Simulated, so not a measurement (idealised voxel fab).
The following is a process module called voxel transistor to metal.
The width of the displayed cross-section, cut, is 205 nm; its cells are square, with a size of 5 nm.
Format of a cross-section: grid, square cells. Given as bands. Order: top down. Band: one or more rows of cells.
Heads up on the band format: heights come first, top then bottom, in nm. After that it's the materials left to right, each with its width in nm. A single material flagged "full width" fills the whole band edge to edge, and "blank" means there's empty space there.
For the purposes of this specification, 0 denotes the height below which the wafer in its as-received condition is composed wholly of one material, and the lowermost band, lacking a lower limit, extends downward without end, as expressed in "0 -> down".
You'd read "30..40" like this: the band's top row of cells is as wide as the first number, its bottom row is as wide as the second, and going down, every row changes width by the same amount as the row before did.
Given "nothing got changed" for a step, no cell of the cross-section differs between before and after that step.
Entry "Enclosed empty spaces". Content: empty spaces with no open connection to the top, size 8 cells or greater. Each: width x height at distance. Distance: from left edge. Unit: nm.
Formally, on a step line, whatever follows the settings is a remark that the simulator itself makes on the step.
If you see "overlay nm" on a step's line and that step has a mask, it's telling you how far right of where it was planned the mask ended up; a negative number means it went left instead.
[This section lists the process steps that were planned]
- 1: RECEIVE,material Si
- 2: OXIDIZE,depth nm 5
- 3: CONFORMAL_DEP,material SiN,thk nm 10
- 4: PATTERN,tone cover,mask id ACTIVE,material resist,width nm 110,thk nm 15,overlay nm 0
- 5: DIRECTIONAL_ETCH,etch materials SiN,depth nm 10
- 6: DIRECTIONAL_ETCH,etch materials SiO2,depth nm 5
- 7: DIRECTIONAL_ETCH,etch materials Si,depth nm 35
- 8: STRIP,etch materials resist
- 9: OXIDIZE,depth nm 5
- 10: FILL_DEP,material SiO2,thk nm 15
- 11: CMP,height nm 10
- 12: SELECTIVE_ETCH,etch materials SiO2,depth nm 10
- 13: STRIP,etch materials SiN
- 14: SELECTIVE_ETCH,etch materials SiO2,depth nm 5
- 15: OXIDIZE,depth nm 5
- 16: DIRECTIONAL_DEP,material polySi,thk nm 25
- 17: DIRECTIONAL_DEP,material SiCN,thk nm 15
- 18: MASKED_ETCH,tone cover,mask id GATE,width nm 20,etch materials SiCN,depth nm 25,overlay nm 0
- 19: MASKED_ETCH,tone cover,mask id GATE,width nm 20,etch materials polySi,depth nm 35,overlay nm 0
- 20: CONFORMAL_DEP,material SiN,thk nm 5
- 21: DIRECTIONAL_ETCH,etch materials SiN,depth nm 5
- 22: DIRECTIONAL_ETCH,etch materials SiO2,depth nm 5
- 23: DIRECTIONAL_ETCH,etch materials Si,depth nm 5
- 24: EPI,material pSi,thk nm 10
- 25: FILL_DEP,material SiO2,thk nm 10
- 26: CMP,height nm 35
- 27: DIRECTIONAL_DEP,material SiO2,thk nm 10
- 28: DIRECTIONAL_DEP,material aC,thk nm 15
- 29: PATTERN,tone open,mask id CONTACT,material resist,width nm 15,pitch nm 75,thk nm 30,overlay nm 0
- 30: DIRECTIONAL_ETCH,etch materials aC,depth nm 15
- 31: STRIP,etch materials resist
- 32: DIRECTIONAL_ETCH,etch materials SiO2,depth nm 50
- 33: STRIP,etch materials aC
- 34: CONFORMAL_DEP,material TiN,thk nm 5
- 35: FILL_DEP,material W,thk nm 5
- 36: CMP,height nm 45
- 37: DIRECTIONAL_DEP,material TiN,thk nm 5
- 38: DIRECTIONAL_DEP,material W,thk nm 25
- 39: PATTERN,tone cover,mask id METAL_1,material resist,width nm 15,pitch nm 75,thk nm 15,overlay nm 0
- 40: DIRECTIONAL_ETCH,etch materials W,depth nm 25
- 41: DIRECTIONAL_ETCH,etch materials TiN,depth nm 5
- 42: STRIP,etch materials resist
- 43: FILL_DEP,material lowk,thk nm 10
- 44: CMP,height nm 75
- 45: CONFORMAL_DEP,material SiCN,thk nm 5
- 46: DIRECTIONAL_DEP,material lowk,thk nm 35
- 47: MASKED_ETCH,tone open,mask id METAL_2,width nm 15,pitch nm 75,etch materials lowk,depth nm 20,overlay nm 0
- 48: MASKED_ETCH,tone open,mask id METAL_2_HOLES,width nm 15,pitch nm 75,etch materials lowk,depth nm 15,overlay nm 0
- 49: MASKED_ETCH,tone open,mask id METAL_2_HOLES,width nm 15,pitch nm 75,etch materials SiCN,depth nm 5,overlay nm 0
- 50: CONFORMAL_DEP,material TiN,thk nm 5
- 51: FILL_DEP,material Cu,thk nm 5
- 52: CMP,height nm 115
- 53: CONFORMAL_DEP,material SiN,thk nm 5
[On the first of the two wafers: run conducted according to plan]
[As-received state of the wafer in cross-section, equivalent to post-step 1]
* 0 -> down  Si full width
* Enclosed empty spaces: none
[Cross-section through the wafer, step 2 finished]
* 0 -> -5  SiO2 full width
* Below -5 it's all the same as before, nothing changed down there.
[Cross-section through the wafer, step 3 finished]
* 10 -> 0  SiN full width
* Below 0 it's all the same as before, nothing changed down there.
[Cross-section through the wafer, step 4 finished]
* 25 -> 10  blank (45), resist (110), blank (50)
* Below 10 it's all the same as before, nothing changed down there.
[Cross-section through the wafer, step 5 finished]
* 25 -> 10  blank (45), resist (110), blank (50)
* 10 -> 0  blank (45), SiN (110), blank (50)
* Below 0 it's all the same as before, nothing changed down there.
[Cross-section through the wafer, step 6 finished]
* 25 -> 10  blank (45), resist (110), blank (50)
* 10 -> 0  blank (45), SiN (110), blank (50)
* 0 -> -5  blank (45), SiO2 (110), blank (50)
* Below -5 it's all the same as before, nothing changed down there.
[Cross-section through the wafer, step 7 finished]
* 25 -> 10  blank (45), resist (110), blank (50)
* 10 -> 0  blank (45), SiN (110), blank (50)
* 0 -> -5  blank (45), SiO2 (110), blank (50)
* -5 -> -40  blank (45), Si (110), blank (50)
* Below -40 it's all the same as before, nothing changed down there.
[Cross-section through the wafer, step 8 finished]
* 10 -> 0  blank (45), SiN (110), blank (50)
* Below 0 it's all the same as before, nothing changed down there.
[Cross-section through the wafer, step 9 finished]
* 10 -> 0  blank (45), SiN (110), blank (50)
* 0 -> -5  blank (45), SiO2 (110), blank (50)
* -5 -> -40  blank (45), SiO2 (5), Si (100), SiO2 (5), blank (50)
* -40 -> -45  SiO2 (50), Si (100), SiO2 (55)
* Below -45 it's all the same as before, nothing changed down there.
[Cross-section through the wafer, step 10 finished]
* 25 -> 10  SiO2 full width
* 10 -> 0  SiO2 (45), SiN (110), SiO2 (50)
* 0 -> -5  SiO2 full width
* -5 -> -45  SiO2 (50), Si (100), SiO2 (55)
* Below -45 it's all the same as before, nothing changed down there.
[Cross-section through the wafer, step 11 finished]
* 10 -> 0  SiO2 (45), SiN (110), SiO2 (50)
* Below 0 it's all the same as before, nothing changed down there.
[Cross-section through the wafer, step 12 finished]
* 10 -> 0  blank (45), SiN (110), blank (50)
* Below 0 it's all the same as before, nothing changed down there.
[Cross-section through the wafer, step 13 finished]
* 0 -> -5  SiO2 full width
* Below -5 it's all the same as before, nothing changed down there.
[Cross-section through the wafer, step 14 finished]
* -5 -> -45  SiO2 (50), Si (100), SiO2 (55)
* Below -45 it's all the same as before, nothing changed down there.
[Cross-section through the wafer, step 15 finished]
* -5 -> -10  SiO2 full width
* Below -10 it's all the same as before, nothing changed down there.
[Cross-section through the wafer, step 16 finished]
* 20 -> -5  polySi full width
* Below -5 it's all the same as before, nothing changed down there.
[Cross-section through the wafer, step 17 finished]
* 35 -> 20  SiCN full width
* Below 20 it's all the same as before, nothing changed down there.
[Cross-section through the wafer, step 18 finished]
* 35 -> 20  blank (90), SiCN (20), blank (95)
* Below 20 it's all the same as before, nothing changed down there.
[Cross-section through the wafer, step 19 finished]
* 35 -> 20  blank (90), SiCN (20), blank (95)
* 20 -> -5  blank (90), polySi (20), blank (95)
* Below -5 it's all the same as before, nothing changed down there.
[Cross-section through the wafer, step 20 finished]
* 40 -> 35  blank (85), SiN (30), blank (90)
* 35 -> 20  blank (85), SiN (5), SiCN (20), SiN (5), blank (90)
* 20 -> 0  blank (85), SiN (5), polySi (20), SiN (5), blank (90)
* 0 -> -5  SiN (90), polySi (20), SiN (95)
* Below -5 it's all the same as before, nothing changed down there.
[Cross-section through the wafer, step 21 finished]
* 35 -> 20  blank (85), SiN (5), SiCN (20), SiN (5), blank (90)
* 20 -> -5  blank (85), SiN (5), polySi (20), SiN (5), blank (90)
* Below -5 it's all the same as before, nothing changed down there.
[Cross-section through the wafer, step 22 finished]
* 35 -> 20  blank (85), SiN (5), SiCN (20), SiN (5), blank (90)
* 20 -> -5  blank (85), SiN (5), polySi (20), SiN (5), blank (90)
* -5 -> -10  blank (85), SiO2 (30), blank (90)
* Below -10 it's all the same as before, nothing changed down there.
[Cross-section through the wafer, step 23 finished]
* 35 -> 20  blank (85), SiN (5), SiCN (20), SiN (5), blank (90)
* 20 -> -5  blank (85), SiN (5), polySi (20), SiN (5), blank (90)
* -5 -> -10  blank (85), SiO2 (30), blank (90)
* -10 -> -15  SiO2 (50), blank (35), Si (30), blank (35), SiO2 (55)
* Below -15 it's all the same as before, nothing changed down there.
[Cross-section through the wafer, step 24 finished]
* 35 -> 20  blank (85), SiN (5), SiCN (20), SiN (5), blank (90)
* 20 -> 0  blank (85), SiN (5), polySi (20), SiN (5), blank (90)
* 0 -> -5  blank (75), pSi (10), SiN (5), polySi (20), SiN (5), pSi (10), blank (80)
* -5 -> -10  blank (45), pSi (40), SiO2 (30), pSi (40), blank (50)
* -10 -> -15  SiO2 (50), pSi (35), Si (30), pSi (35), SiO2 (55)
* Below -15 it's all the same as before, nothing changed down there.
[Cross-section through the wafer, step 25 finished]
* 45 -> 35  SiO2 full width
* 35 -> 20  SiO2 (85), SiN (5), SiCN (20), SiN (5), SiO2 (90)
* 20 -> 0  SiO2 (85), SiN (5), polySi (20), SiN (5), SiO2 (90)
* 0 -> -5  SiO2 (75), pSi (10), SiN (5), polySi (20), SiN (5), pSi (10), SiO2 (80)
* -5 -> -10  SiO2 (45), pSi (40), SiO2 (30), pSi (40), SiO2 (50)
* Below -10 it's all the same as before, nothing changed down there.
[Cross-section through the wafer, step 26 finished]
* 35 -> 20  SiO2 (85), SiN (5), SiCN (20), SiN (5), SiO2 (90)
* Below 20 it's all the same as before, nothing changed down there.
[Cross-section through the wafer, step 27 finished]
* 45 -> 35  SiO2 full width
* Below 35 it's all the same as before, nothing changed down there.
[Cross-section through the wafer, step 28 finished]
* 60 -> 45  aC full width
* Below 45 it's all the same as before, nothing changed down there.
[Cross-section through the wafer, step 29 finished]
* 90 -> 60  resist (55), blank (15), resist (60), blank (15), resist (60)
* Below 60 it's all the same as before, nothing changed down there.
[Cross-section through the wafer, step 30 finished]
* 75 -> 60  resist (55), blank (15), resist (60), blank (15), resist (60)
* 60 -> 45  aC (55), blank (15), aC (60), blank (15), aC (60)
* Below 45 it's all the same as before, nothing changed down there.
[Cross-section through the wafer, step 31 finished]
* 60 -> 45  aC (55), blank (15), aC (60), blank (15), aC (60)
* Below 45 it's all the same as before, nothing changed down there.
[Cross-section through the wafer, step 32 finished]
* 60 -> 45  aC (55), blank (15), aC (60), blank (15), aC (60)
* 45 -> 35  SiO2 (55), blank (15), SiO2 (60), blank (15), SiO2 (60)
* 35 -> 20  SiO2 (55), blank (15), SiO2 (15), SiN (5), SiCN (20), SiN (5), SiO2 (15), blank (15), SiO2 (60)
* 20 -> 0  SiO2 (55), blank (15), SiO2 (15), SiN (5), polySi (20), SiN (5), SiO2 (15), blank (15), SiO2 (60)
* 0 -> -5  SiO2 (55), blank (15), SiO2 (5), pSi (10), SiN (5), polySi (20), SiN (5), pSi (10), SiO2 (5), blank (15), SiO2 (60)
* Below -5 it's all the same as before, nothing changed down there.
[Cross-section through the wafer, step 33 finished]
* 45 -> 35  SiO2 (55), blank (15), SiO2 (60), blank (15), SiO2 (60)
* Below 35 it's all the same as before, nothing changed down there.
[Cross-section through the wafer, step 34 finished]
* 50 -> 45  TiN (60), blank (5), TiN (70), blank (5), TiN (65)
* 45 -> 35  SiO2 (55), TiN (5), blank (5), TiN (5), SiO2 (60), TiN (5), blank (5), TiN (5), SiO2 (60)
* 35 -> 20  SiO2 (55), TiN (5), blank (5), TiN (5), SiO2 (15), SiN (5), SiCN (20), SiN (5), SiO2 (15), TiN (5), blank (5), TiN (5), SiO2 (60)
* 20 -> 0  SiO2 (55), TiN (5), blank (5), TiN (5), SiO2 (15), SiN (5), polySi (20), SiN (5), SiO2 (15), TiN (5), blank (5), TiN (5), SiO2 (60)
* 0 -> -5  SiO2 (55), TiN (15), SiO2 (5), pSi (10), SiN (5), polySi (20), SiN (5), pSi (10), SiO2 (5), TiN (15), SiO2 (60)
* Below -5 it's all the same as before, nothing changed down there.
[Cross-section through the wafer, step 35 finished]
* 55 -> 50  W full width
* 50 -> 45  TiN (60), W (5), TiN (70), W (5), TiN (65)
* 45 -> 35  SiO2 (55), TiN (5), W (5), TiN (5), SiO2 (60), TiN (5), W (5), TiN (5), SiO2 (60)
* 35 -> 20  SiO2 (55), TiN (5), W (5), TiN (5), SiO2 (15), SiN (5), SiCN (20), SiN (5), SiO2 (15), TiN (5), W (5), TiN (5), SiO2 (60)
* 20 -> 0  SiO2 (55), TiN (5), W (5), TiN (5), SiO2 (15), SiN (5), polySi (20), SiN (5), SiO2 (15), TiN (5), W (5), TiN (5), SiO2 (60)
* Below 0 it's all the same as before, nothing changed down there.
[Cross-section through the wafer, step 36 finished]
* 45 -> 35  SiO2 (55), TiN (5), W (5), TiN (5), SiO2 (60), TiN (5), W (5), TiN (5), SiO2 (60)
* Below 35 it's all the same as before, nothing changed down there.
[Cross-section through the wafer, step 37 finished]
* 50 -> 45  TiN full width
* Below 45 it's all the same as before, nothing changed down there.
[Cross-section through the wafer, step 38 finished]
* 75 -> 50  W full width
* Below 50 it's all the same as before, nothing changed down there.
[Cross-section through the wafer, step 39 finished]
* 90 -> 75  blank (55), resist (15), blank (60), resist (15), blank (60)
* Below 75 it's all the same as before, nothing changed down there.
[Cross-section through the wafer, step 40 finished]
* 90 -> 75  blank (55), resist (15), blank (60), resist (15), blank (60)
* 75 -> 50  blank (55), W (15), blank (60), W (15), blank (60)
* Below 50 it's all the same as before, nothing changed down there.
[Cross-section through the wafer, step 41 finished]
* 90 -> 75  blank (55), resist (15), blank (60), resist (15), blank (60)
* 75 -> 50  blank (55), W (15), blank (60), W (15), blank (60)
* 50 -> 45  blank (55), TiN (15), blank (60), TiN (15), blank (60)
* Below 45 it's all the same as before, nothing changed down there.
[Cross-section through the wafer, step 42 finished]
* 75 -> 50  blank (55), W (15), blank (60), W (15), blank (60)
* Below 50 it's all the same as before, nothing changed down there.
[Cross-section through the wafer, step 43 finished]
* 85 -> 75  lowk full width
* 75 -> 50  lowk (55), W (15), lowk (60), W (15), lowk (60)
* 50 -> 45  lowk (55), TiN (15), lowk (60), TiN (15), lowk (60)
* Below 45 it's all the same as before, nothing changed down there.
[Cross-section through the wafer, step 44 finished]
* 75 -> 50  lowk (55), W (15), lowk (60), W (15), lowk (60)
* Below 50 it's all the same as before, nothing changed down there.
[Cross-section through the wafer, step 45 finished]
* 80 -> 75  SiCN full width
* Below 75 it's all the same as before, nothing changed down there.
[Cross-section through the wafer, step 46 finished]
* 115 -> 80  lowk full width
* Below 80 it's all the same as before, nothing changed down there.
[Cross-section through the wafer, step 47 finished]
* 115 -> 95  lowk (55), blank (15), lowk (60), blank (15), lowk (60)
* Below 95 it's all the same as before, nothing changed down there.
[Cross-section through the wafer, step 48 finished]
* 115 -> 80  lowk (55), blank (15), lowk (60), blank (15), lowk (60)
* Below 80 it's all the same as before, nothing changed down there.
[Cross-section through the wafer, step 49 finished]
* 115 -> 80  lowk (55), blank (15), lowk (60), blank (15), lowk (60)
* 80 -> 75  SiCN (55), blank (15), SiCN (60), blank (15), SiCN (60)
* Below 75 it's all the same as before, nothing changed down there.
[Cross-section through the wafer, step 50 finished]
* 120 -> 115  TiN (60), blank (5), TiN (70), blank (5), TiN (65)
* 115 -> 80  lowk (55), TiN (5), blank (5), TiN (5), lowk (60), TiN (5), blank (5), TiN (5), lowk (60)
* 80 -> 75  SiCN (55), TiN (15), SiCN (60), TiN (15), SiCN (60)
* Below 75 it's all the same as before, nothing changed down there.
[Cross-section through the wafer, step 51 finished]
* 125 -> 120  Cu full width
* 120 -> 115  TiN (60), Cu (5), TiN (70), Cu (5), TiN (65)
* 115 -> 80  lowk (55), TiN (5), Cu (5), TiN (5), lowk (60), TiN (5), Cu (5), TiN (5), lowk (60)
* Below 80 it's all the same as before, nothing changed down there.
[Cross-section through the wafer, step 52 finished]
* 115 -> 80  lowk (55), TiN (5), Cu (5), TiN (5), lowk (60), TiN (5), Cu (5), TiN (5), lowk (60)
* Below 80 it's all the same as before, nothing changed down there.
[Cross-section through the wafer, step 53 finished]
* 120 -> 115  SiN full width
* Below 115 it's all the same as before, nothing changed down there.
[Second wafer: same start and same plan as the first, one execution error; identical to the first through step 36]
[Cross-section of the second wafer at the time step 37 of the plan should have ended]
* 70 -> 45  W full width
* Below 45 it's all the same as before, nothing changed down there.
[Cross-section of the second wafer at the time step 38 of the plan should have ended]
* 75 -> 70  TiN full width
* Below 70 it's all the same as before, nothing changed down there.
[Cross-section of the second wafer at the time step 39 of the plan should have ended]
* 90 -> 75  blank (55), resist (15), blank (60), resist (15), blank (60)
* Below 75 it's all the same as before, nothing changed down there.
Cross-section of the second wafer at the time step 40 of the plan should have ended: nothing got changed
[Cross-section of the second wafer at the time step 41 of the plan should have ended]
* 90 -> 75  blank (55), resist (15), blank (60), resist (15), blank (60)
* 75 -> 70  blank (55), TiN (15), blank (60), TiN (15), blank (60)
* Below 70 it's all the same as before, nothing changed down there.
[Cross-section of the second wafer at the time step 42 of the plan should have ended]
* 75 -> 70  blank (55), TiN (15), blank (60), TiN (15), blank (60)
* Below 70 it's all the same as before, nothing changed down there.
[Cross-section of the second wafer at the time step 43 of the plan should have ended]
* 85 -> 75  lowk full width
* 75 -> 70  lowk (55), TiN (15), lowk (60), TiN (15), lowk (60)
* Below 70 it's all the same as before, nothing changed down there.
[Cross-section of the second wafer at the time step 44 of the plan should have ended]
* 75 -> 70  lowk (55), TiN (15), lowk (60), TiN (15), lowk (60)
* Below 70 it's all the same as before, nothing changed down there.
[Cross-section of the second wafer at the time step 45 of the plan should have ended]
* 80 -> 75  SiCN full width
* Below 75 it's all the same as before, nothing changed down there.
[Cross-section of the second wafer at the time step 46 of the plan should have ended]
* 115 -> 80  lowk full width
* Below 80 it's all the same as before, nothing changed down there.
[Cross-section of the second wafer at the time step 47 of the plan should have ended]
* 115 -> 95  lowk (55), blank (15), lowk (60), blank (15), lowk (60)
* Below 95 it's all the same as before, nothing changed down there.
[Cross-section of the second wafer at the time step 48 of the plan should have ended]
* 115 -> 80  lowk (55), blank (15), lowk (60), blank (15), lowk (60)
* Below 80 it's all the same as before, nothing changed down there.
[Cross-section of the second wafer at the time step 49 of the plan should have ended]
* 115 -> 80  lowk (55), blank (15), lowk (60), blank (15), lowk (60)
* 80 -> 75  SiCN (55), blank (15), SiCN (60), blank (15), SiCN (60)
* Below 75 it's all the same as before, nothing changed down there.
[Cross-section of the second wafer at the time step 50 of the plan should have ended]
* 120 -> 115  TiN (60), blank (5), TiN (70), blank (5), TiN (65)
* 115 -> 80  lowk (55), TiN (5), blank (5), TiN (5), lowk (60), TiN (5), blank (5), TiN (5), lowk (60)
* 80 -> 75  SiCN (55), TiN (15), SiCN (60), TiN (15), SiCN (60)
* Below 75 it's all the same as before, nothing changed down there.
[Cross-section of the second wafer at the time step 51 of the plan should have ended]
* 125 -> 120  Cu full width
* 120 -> 115  TiN (60), Cu (5), TiN (70), Cu (5), TiN (65)
* 115 -> 80  lowk (55), TiN (5), Cu (5), TiN (5), lowk (60), TiN (5), Cu (5), TiN (5), lowk (60)
* Below 80 it's all the same as before, nothing changed down there.
[Cross-section of the second wafer at the time step 52 of the plan should have ended]
* 115 -> 80  lowk (55), TiN (5), Cu (5), TiN (5), lowk (60), TiN (5), Cu (5), TiN (5), lowk (60)
* Below 80 it's all the same as before, nothing changed down there.
[Cross-section of the second wafer at the time step 53 of the plan should have ended]
* 120 -> 115  SiN full width
* Below 115 it's all the same as before, nothing changed down there.
Against the plan, the run slipped here: steps 37 and 38 run out of order (swapped)
Counted in cells at the end, the second wafer holds more or fewer of these materials than the first: 175 more of W | 175 fewer of lowk
